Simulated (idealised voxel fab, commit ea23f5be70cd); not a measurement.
Process module heading - voxel self aligned contacts
This is section cut - it's 170 nm across, gridded in 5 nm square cells.
For the purposes of this document, a cross-section shall be understood as a grid of square cells, specified as bands listed in top-to-bottom order, each band consisting of one or more rows of cells.
Band: top and bottom heights (nm) first, top before bottom; then materials from left to right, widths in nm. "all across" marks a sole material filling the band edge to edge. "empty" denotes empty space.
Measure heights from 0. That's the level where, below it, the as-received wafer is all one material. The lowest band is bottomless and extends downward; write it as in "0 and below".
You'd read "30->40" like this: the band's top row of cells is as wide as the first number, its bottom row is as wide as the second, and going down, every row changes width by the same amount as the row before did.
"same as before" for a step: no cell of the cross-section changed in that step.
If an empty space has no open way to the top and is at least 8 cells in size, "Closed void inventory" lists it, written width x height at distance, where distance is measured from the left edge and every value is in nm.
Past the settings on a step's line: simulator remark, on that step.
overlay nm: mask offset rightward from planned place, masked step; negative means leftward offset.

# Planned process steps
1 RECEIVE with material Si
2 OXIDIZE with depth nm 5
3 DIRECTIONAL_DEP with material polySi, thk nm 30
4 DIRECTIONAL_DEP with material SiN, thk nm 25
5 DIRECTIONAL_DEP with material aC, thk nm 15
6 PATTERN with tone cover, mask id GATE, material resist, width nm 30, pitch nm 75, thk nm 35, overlay nm 0
7 DIRECTIONAL_ETCH with etch materials aC, depth nm 15
8 STRIP with etch materials resist
9 DIRECTIONAL_ETCH with etch materials SiN, depth nm 25
10 DIRECTIONAL_ETCH with etch materials polySi, depth nm 30
11 STRIP with etch materials aC
12 CONFORMAL_DEP with material SiN, thk nm 10
13 DIRECTIONAL_ETCH with etch materials SiN, depth nm 10
14 FILL_DEP with material SiO2, thk nm 15
15 CMP with height nm 60
16 MASKED_ETCH with tone open, mask id CONTACT, width nm 55, etch materials SiO2, depth nm 65, overlay nm 0
17 CONFORMAL_DEP with material TiN, thk nm 5
18 FILL_DEP with material W, thk nm 5
19 CMP with height nm 60
20 CONFORMAL_DEP with material SiN, thk nm 5

# Cross-section of the wafer upon arrival, representing the state reached after step 1
* 0 and below | Si all across
* Closed void inventory: none

# a wafer at the end: this start, this plan, one mistake
* 65 down to 60 | SiN all across
* 60 down to 50 | 55 SiO2, then 5 TiN, then 45 W, then 5 TiN, then 60 SiO2
* 50 down to 45 | 55 SiO2, then 20 TiN, then 15 W, then 20 TiN, then 60 SiO2
* 45 down to 20 | 20 SiO2, then 50 SiN, then 5 TiN, then 15 W, then 5 TiN, then 50 SiN, then 25 SiO2
* 20 down to 0 | 20 SiO2, then 10 SiN, then 30 polySi, then 10 SiN, then 5 TiN, then 15 W, then 5 TiN, then 10 SiN, then 30 polySi, then 10 SiN, then 25 SiO2
* 0 down to -5 | 70 SiO2, then 25 TiN, then 75 SiO2
* -5 and below | Si all across
* Closed void inventory: none
Finding, execution versus plan: not per plan at step 3, really ran DIRECTIONAL_DEP with material polySi, thk nm 20
